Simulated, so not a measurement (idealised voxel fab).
process module | voxel released beams
cross-section cut | 260 nm wide | cells 5 nm
A cross-section is a grid of square cells, given in bands from the top down. A band is one or more rows of cells.
Each band's line starts with the height of the band's top and of its bottom, in nm. Then come its materials from left to right, each with its width in nm. One material with "throughout" fills the band from edge to edge. "air" is empty space.
Height 0 is the level under which the wafer as received is all one material. The lowest band goes on downwards, as in "0 down".
A width such as "30 to 40" changes by the same amount from each row of cells to the next, from the band's top row to its bottom row.
"no change" after a step means that no cell of the cross-section changed.
closed voids: empty space of 8 cells or more with no open way to the top, each as width x height at its distance from the left edge, in nm
after a step's settings: what the simulator itself notes on the step
overlay nm, on a step with a mask: how far to the right of its planned place the mask lay; to the left if negative
plan
1 op RECEIVE | material Si
2 op CONFORMAL_DEP | material SiN | thk nm 5
3 op DIRECTIONAL_DEP | material SiO2 | thk nm 20
4 op DIRECTIONAL_DEP | material aC | thk nm 15
5 op PATTERN | tone open | mask id ANCHOR | material resist | width nm 25 | thk nm 35 | overlay nm 0
6 op DIRECTIONAL_ETCH | etch materials aC | depth nm 15
7 op STRIP | etch materials resist
8 op DIRECTIONAL_ETCH | etch materials SiO2 | depth nm 20
9 op STRIP | etch materials aC
10 op CONFORMAL_DEP | material TiN | thk nm 10
11 op MASKED_ETCH | tone cover | mask id BEAM | width nm 100 | etch materials TiN | depth nm 10 | overlay nm 0
12 op STRIP | etch materials SiO2
as received, after step 1
  0 down: Si throughout
  closed voids: none
first wafer at the end, as planned
  35 to 25: air 75 | TiN 15 | air 5 | TiN 80 | air 85
  25 to 15: air 80 | TiN 10 | air 5 | TiN 10 | air 155
  15 to 5: air 80 | TiN 25 | air 155
  5 to 0: SiN throughout
  0 down: Si throughout
  closed voids: none
second wafer at the end: like start, like plan, one mistake
  35 to 25: air 75 | TiN 40 | air 145
  25 to 15: air 70 | TiN 10 | SiO2 25 | TiN 10 | air 145
  15 to 5: air 70 | TiN 10 | SiO2 25 | TiN 70 | air 85
  5 to 0: SiN throughout
  0 down: Si throughout
  closed voids: none
what went wrong: step 5 ran as: op PATTERN | tone cover | mask id ANCHOR | material resist | width nm 25 | thk nm 35 | overlay nm 0
at the end the second wafer has, in cells: 20 more of SiO2
